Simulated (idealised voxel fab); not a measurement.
process module | voxel released beams
We display cut, a cross-section 255 nm in width whose square cells are each 5 nm.
This document writes a cross-section as a grid whose cells are square, and gives it as bands, listed from the top down; one or more rows of cells form a band. Read a band's entry like this: the first values are the height of its top and the height of its bottom in nm, and what follows is the sequence of materials from left to right, each with its width in nm. Note that "air" is empty space, and that a single material marked "everywhere" reaches across the band from edge to edge. All heights in this document are referenced to 0, defined as the level beneath which the wafer, as received, consists entirely of one material. The lowest band is not bounded below; it extends indefinitely downward and is written in the form "top 0, no bottom". Top row gets the first number, bottom row gets the second, and each row in between changes by the same step: that is how a band width like "30..40" works. Where a step carries "nothing changed", the cross-section came out of it unchanged, cell for cell. For the entry "Enclosed void list", the listed items are empty spaces with no open way to the top whose size is 8 cells or more; each item follows the pattern width x height at distance, where distance is from the left edge and all three are in nm. Text after the settings on a step's line: the simulator's own remark on that step. overlay nm: right-of-plan distance of the mask on a masked step; negative values mean left-of-plan.
### This section lists the process steps that were planned
1. RECEIVE: material Si
2. CONFORMAL_DEP: material Al2O3, thk nm 5
3. DIRECTIONAL_DEP: material SiO2, thk nm 15
4. MASKED_ETCH: tone open, mask id ANCHOR, width nm 35, etch materials SiO2, depth nm 15, overlay nm 0
5. CONFORMAL_DEP: material W, thk nm 10
6. DIRECTIONAL_DEP: material aC, thk nm 10
7. PATTERN: tone cover, mask id BEAM, material resist, width nm 85, thk nm 30, overlay nm 0
8. DIRECTIONAL_ETCH: etch materials aC, depth nm 10
9. STRIP: etch materials resist
10. DIRECTIONAL_ETCH: etch materials W, depth nm 10
11. STRIP: etch materials aC
12. STRIP: etch materials SiO2
varied across the wafers: width nm of step 7. The plan shows the first wafer's value. All wafers start alike
### First wafer of several, as received: cross-section after step 1
  top 0, no bottom  Si everywhere
  Enclosed void list: none
### Quick look at the cross-section of the first of several wafers after step 12, which wraps up the module
  top 30, bottom 20  80 nm air / 10 nm W / 15 nm air / 60 nm W / 90 nm air
  top 20, bottom 15  80 nm air / 10 nm W / 15 nm air / 10 nm W / 140 nm air
  top 15, bottom 5  80 nm air / 35 nm W / 140 nm air
  top 5, bottom 0  Al2O3 everywhere
  top 0, no bottom  Si everywhere
  Enclosed void list: none
### The module's end: a cross-section of the last wafer
  top 30, bottom 20  70 nm air / 20 nm W / 15 nm air / 75 nm W / 75 nm air
  top 20, bottom 15  80 nm air / 10 nm W / 15 nm air / 10 nm W / 140 nm air
  top 15, bottom 5  80 nm air / 35 nm W / 140 nm air
  top 5, bottom 0  Al2O3 everywhere
  top 0, no bottom  Si everywhere
  Enclosed void list: none
### Each row below is a wafer at the end of the module, listing for every material the number of cells it has gained (+) or lost (-) since it was received, followed by its closed voids
width nm 85, +51 Al2O3, +46 W, Enclosed void list: none
width nm 90, +51 Al2O3, +48 W, Enclosed void list: none
width nm 95, +51 Al2O3, +50 W, Enclosed void list: none
width nm 100, +51 Al2O3, +52 W, Enclosed void list: none
width nm 105, +51 Al2O3, +54 W, Enclosed void list: none
width nm 110, +51 Al2O3, +56 W, Enclosed void list: none
